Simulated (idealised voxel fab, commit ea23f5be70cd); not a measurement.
You're looking at the process module voxel wiring stack.
The cross-section on display is named cut; it measures 265 nm wide, and its cells are 5 nm squares.
Cross-section format: a grid of square cells, given as bands from top to bottom; each band is one or more rows of cells. Top, bottom (nm), then materials left to right with widths (nm); lone material tagged "all across" fills the whole band edge to edge; "blank" = empty space. A quick word on heights: they are counted from 0, and under that level the wafer as it came to us is one material throughout. The lowest band is different from the rest in having no bottom; it simply continues downward, written as in "0 -> down". Width spec "30 to 40" -> top row of cells at first value, bottom row at second value, equal per-row change in between. Any step labelled "no change" changed none of the cells in the cross-section. What "Sealed cavities" gives you is every empty space of 8 cells or more that is cut off from the top. Each appears as width x height at distance, with the distance taken from the left edge and width, height and distance all in nm. On each step's line, the part that comes after the settings is the simulator's own comment on the step. The optional step-line setting "overlay nm" applies to steps with a mask and quantifies how far to the right of its planned location the mask lay, a negative value indicating leftward placement.

**Listed below are the process steps as planned**
- 1: RECEIVE with material Si
- 2: CONFORMAL_DEP with material SiO2, thk nm 15
- 3: DIRECTIONAL_DEP with material TiN, thk nm 5
- 4: DIRECTIONAL_DEP with material Ru, thk nm 25
- 5: MASKED_ETCH with tone cover, mask id METAL_1, width nm 25, pitch nm 45, etch materials Ru, depth nm 25, overlay nm 0
- 6: MASKED_ETCH with tone cover, mask id METAL_1, width nm 25, pitch nm 45, etch materials TiN, depth nm 5, overlay nm 0
- 7: CONFORMAL_DEP with material SiN, thk nm 5
- 8: FILL_DEP with material SiO2, thk nm 5
- 9: CMP with height nm 45
- 10: CONFORMAL_DEP with material SiCN, thk nm 5
- 11: DIRECTIONAL_DEP with material lowk, thk nm 30
- 12: MASKED_ETCH with tone open, mask id METAL_2, width nm 25, pitch nm 45, etch materials lowk, depth nm 15, overlay nm 0
- 13: DIRECTIONAL_DEP with material aC, thk nm 10
- 14: PATTERN with tone open, mask id METAL_2_HOLES, material resist, width nm 15, pitch nm 45, thk nm 30, overlay nm 0
- 15: DIRECTIONAL_ETCH with etch materials aC, depth nm 10
- 16: STRIP with etch materials resist
- 17: DIRECTIONAL_ETCH with etch materials lowk, depth nm 15
- 18: DIRECTIONAL_ETCH with etch materials SiCN, depth nm 5
- 19: STRIP with etch materials aC
- 20: CONFORMAL_DEP with material TiN, thk nm 5
- 21: FILL_DEP with material Cu, thk nm 5
- 22: CMP with height nm 80
- 23: CONFORMAL_DEP with material SiCN, thk nm 5
- 24: DIRECTIONAL_DEP with material SiO2, thk nm 25
- 25: MASKED_ETCH with tone open, mask id METAL_3_HOLES, width nm 15, pitch nm 45, etch materials SiO2, depth nm 25, overlay nm 0
- 26: DIRECTIONAL_DEP with material aC, thk nm 15
- 27: PATTERN with tone open, mask id METAL_3, material resist, width nm 25, pitch nm 45, thk nm 35, overlay nm 0
- 28: DIRECTIONAL_ETCH with etch materials aC, depth nm 15
- 29: STRIP with etch materials resist
- 30: DIRECTIONAL_ETCH with etch materials SiO2, depth nm 15
- 31: DIRECTIONAL_ETCH with etch materials SiCN, depth nm 5
- 32: STRIP with etch materials aC
- 33: CONFORMAL_DEP with material TiN, thk nm 5
- 34: FILL_DEP with material Cu, thk nm 5
- 35: CMP with height nm 110
- 36: CONFORMAL_DEP with material SiCN, thk nm 5
- 37: DIRECTIONAL_DEP with material lowk, thk nm 30
- 38: MASKED_ETCH with tone open, mask id METAL_4, width nm 25, pitch nm 45, etch materials lowk, depth nm 20, overlay nm 0
- 39: PATTERN with tone open, mask id METAL_4_HOLES, material resist, width nm 15, pitch nm 45, thk nm 15, overlay nm 0
- 40: DIRECTIONAL_ETCH with etch materials lowk, depth nm 10
- 41: DIRECTIONAL_ETCH with etch materials SiCN, depth nm 5
- 42: STRIP with etch materials resist
- 43: CONFORMAL_DEP with material TiN, thk nm 5
- 44: FILL_DEP with material Cu, thk nm 10
- 45: CMP with height nm 145
- 46: CONFORMAL_DEP with material SiN, thk nm 5

**Cross-section of the wafer as it came to us, i.e., already through step 1**
> 0 -> down: Si all across
> Sealed cavities: none

**End-of-module cross-section. Starting structure and process plan as above; one mistake made in running it**
> 150 -> 145: SiN all across
> 145 -> 140: Cu all across
> 140 -> 135: TiN (80), then Cu (15), then TiN (30), then Cu (15), then TiN (30), then Cu (15), then TiN (80)
> 135 -> 115: lowk (75), then TiN (5), then Cu (15), then TiN (5), then lowk (20), then TiN (5), then Cu (15), then TiN (5), then lowk (20), then TiN (5), then Cu (15), then TiN (5), then lowk (75)
> 115 -> 110: SiCN (75), then TiN (25), then SiCN (20), then TiN (25), then SiCN (20), then TiN (25), then SiCN (75)
> 110 -> 100: SiO2 (75), then TiN (5), then Cu (15), then TiN (5), then SiO2 (20), then TiN (5), then Cu (15), then TiN (5), then SiO2 (20), then TiN (5), then Cu (15), then TiN (5), then SiO2 (75)
> 100 -> 95: SiO2 (75), then TiN (5), then Cu (5), then TiN (15), then SiO2 (20), then TiN (5), then Cu (5), then TiN (15), then SiO2 (20), then TiN (5), then Cu (5), then TiN (15), then SiO2 (75)
> 95 -> 85: SiO2 (75), then TiN (5), then Cu (5), then TiN (5), then SiO2 (30), then TiN (5), then Cu (5), then TiN (5), then SiO2 (30), then TiN (5), then Cu (5), then TiN (5), then SiO2 (85)
> 85 -> 80: SiCN (75), then TiN (15), then SiCN (30), then TiN (15), then SiCN (30), then TiN (15), then SiCN (85)
> 80 -> 70: lowk (75), then TiN (5), then Cu (15), then TiN (5), then lowk (20), then TiN (5), then Cu (15), then TiN (5), then lowk (20), then TiN (5), then Cu (15), then TiN (5), then lowk (75)
> 70 -> 65: lowk (75), then TiN (5), then Cu (5), then TiN (15), then lowk (20), then TiN (5), then Cu (5), then TiN (15), then lowk (20), then TiN (5), then Cu (5), then TiN (15), then lowk (75)
> 65 -> 50: lowk (75), then TiN (5), then Cu (5), then TiN (5), then lowk (30), then TiN (5), then Cu (5), then TiN (5), then lowk (30), then TiN (5), then Cu (5), then TiN (5), then lowk (85)
> 50 -> 45: SiCN (75), then TiN (15), then SiCN (30), then TiN (15), then SiCN (30), then TiN (15), then SiCN (85)
> 45 -> 20: SiO2 (70), then SiN (5), then Ru (25), then SiN (5), then SiO2 (10), then SiN (5), then Ru (25), then SiN (5), then SiO2 (10), then SiN (5), then Ru (25), then SiN (5), then SiO2 (70)
> 20 -> 15: SiN (75), then TiN (25), then SiN (20), then TiN (25), then SiN (20), then TiN (25), then SiN (75)
> 15 -> 0: SiO2 all across
> 0 -> down: Si all across
> Sealed cavities: none
Here's what went sideways: it should be noted that step 39 of the plan was omitted and was not performed
